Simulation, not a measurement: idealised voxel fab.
voxel self aligned vias: a process module
Square cell edge 5 nm, section width 280 nm, ID cut.
When this document writes out a cross-section, it uses a grid of square cells and lists it as bands, beginning at the top and moving down, with a band standing for one or more rows of cells.
For a band, the entry starts with two heights in nm, that of the top and then that of the bottom, and carries on with the band's materials in order from left to right, each alongside its width in nm; the word "everywhere" beside a single material means it fills the band edge to edge, and "empty" means empty space.
The level at which height equals 0 is the one under which the wafer, as it arrives, is entirely one material. No lower edge exists for the bottom band, which continues downward and is notated as in "0 and below".
A width such as "30 to 40" changes by the same amount from each row of cells to the next, from the band's top row to its bottom row.
Key: "nothing changed" - step with no changed cell in the cross-section.
"Enclosed empty spaces" means: voids of 8 cells or more that are shut off from the top with no open way through. Written width x height at distance, distance from the left edge, in nm.
On each step's line, the part that comes after the settings is the simulator's own comment on the step.
Each step line may optionally specify "overlay nm", which for a step with a mask gives the rightward distance between the mask's planned place and where it lay, a negative value indicating the leftward direction.

**Process steps - plan**
1. RECEIVE, material Si
2. CONFORMAL_DEP, material SiO2, thk nm 10
3. CONFORMAL_DEP, material SiCN, thk nm 5
4. DIRECTIONAL_DEP, material lowk, thk nm 25
5. MASKED_ETCH, tone open, mask id LINES, width nm 20, pitch nm 45, etch materials lowk, depth nm 25, overlay nm 0
6. CONFORMAL_DEP, material TiN, thk nm 5
7. FILL_DEP, material W, thk nm 10
8. CMP, height nm 40
9. SELECTIVE_ETCH, etch materials W Ru TiN, depth nm 5
10. FILL_DEP, material SiN, thk nm 5
11. CMP, height nm 40
12. DIRECTIONAL_DEP, material lowk, thk nm 15
13. PATTERN, tone open, mask id VIAS, material resist, width nm 20, thk nm 20, overlay nm 0
14. DIRECTIONAL_ETCH, etch materials lowk, depth nm 15
15. DIRECTIONAL_ETCH, etch materials SiN, depth nm 5
16. STRIP, etch materials resist
17. CONFORMAL_DEP, material TiN, thk nm 5
18. FILL_DEP, material Ru, thk nm 10
19. CMP, height nm 55
20. CONFORMAL_DEP, material SiCN, thk nm 5
Don't read the plan's width nm for step 13 as applying to every wafer: that's the first wafer's value, and the wafers differ in it, though they all start identical.

**The first of several wafers in cross-section, exactly as it reached us after step 1**
> 0 and below: Si everywhere
> Enclosed empty spaces: none

**Shown in cross-section: the first of several wafers at the end of the module, after its last step, step 20**
> 60 down to 55: SiCN everywhere
> 55 down to 40: lowk 105, then TiN 5, then Ru 10, then TiN 5, then lowk 155
> 40 down to 35: lowk 105, then TiN 20, then lowk 25, then SiN 20, then lowk 110
> 35 down to 20: lowk 105, then TiN 5, then W 10, then TiN 5, then lowk 25, then TiN 5, then W 10, then TiN 5, then lowk 110
> 20 down to 15: lowk 105, then TiN 20, then lowk 25, then TiN 20, then lowk 110
> 15 down to 10: SiCN everywhere
> 10 down to 0: SiO2 everywhere
> 0 and below: Si everywhere
> Enclosed empty spaces: none

**Cross-section of the final wafer among several, taken at the end of the module**
> 60 down to 55: SiCN everywhere
> 55 down to 45: lowk 95, then TiN 5, then Ru 35, then TiN 5, then lowk 140
> 45 down to 40: lowk 95, then TiN 15, then Ru 10, then TiN 20, then lowk 140
> 40 down to 35: lowk 105, then TiN 20, then lowk 25, then SiN 20, then lowk 110
> 35 down to 20: lowk 105, then TiN 5, then W 10, then TiN 5, then lowk 25, then TiN 5, then W 10, then TiN 5, then lowk 110
> 20 down to 15: lowk 105, then TiN 20, then lowk 25, then TiN 20, then lowk 110
> 15 down to 10: SiCN everywhere
> 10 down to 0: SiO2 everywhere
> 0 and below: Si everywhere
> Enclosed empty spaces: none

**Below is a per-wafer table. In it, each row describes the wafer at the end of the module by giving, for each material, the number of cells gained (+) or lost (-) since the wafer was received, and after that the closed voids of the wafer**
width nm 20 | +6 Ru | +112 SiCN | +4 SiN | +112 SiO2 | +30 TiN | +12 W | +396 lowk | Enclosed empty spaces: none
width nm 25 | +8 Ru | +112 SiCN | +4 SiN | +112 SiO2 | +31 TiN | +12 W | +393 lowk | Enclosed empty spaces: none
width nm 30 | +10 Ru | +112 SiCN | +4 SiN | +112 SiO2 | +32 TiN | +12 W | +390 lowk | Enclosed empty spaces: none
width nm 35 | +12 Ru | +112 SiCN | +4 SiN | +112 SiO2 | +33 TiN | +12 W | +387 lowk | Enclosed empty spaces: none
width nm 40 | +14 Ru | +112 SiCN | +4 SiN | +112 SiO2 | +34 TiN | +12 W | +384 lowk | Enclosed empty spaces: none
width nm 45 | +16 Ru | +112 SiCN | +4 SiN | +112 SiO2 | +35 TiN | +12 W | +381 lowk | Enclosed empty spaces: none
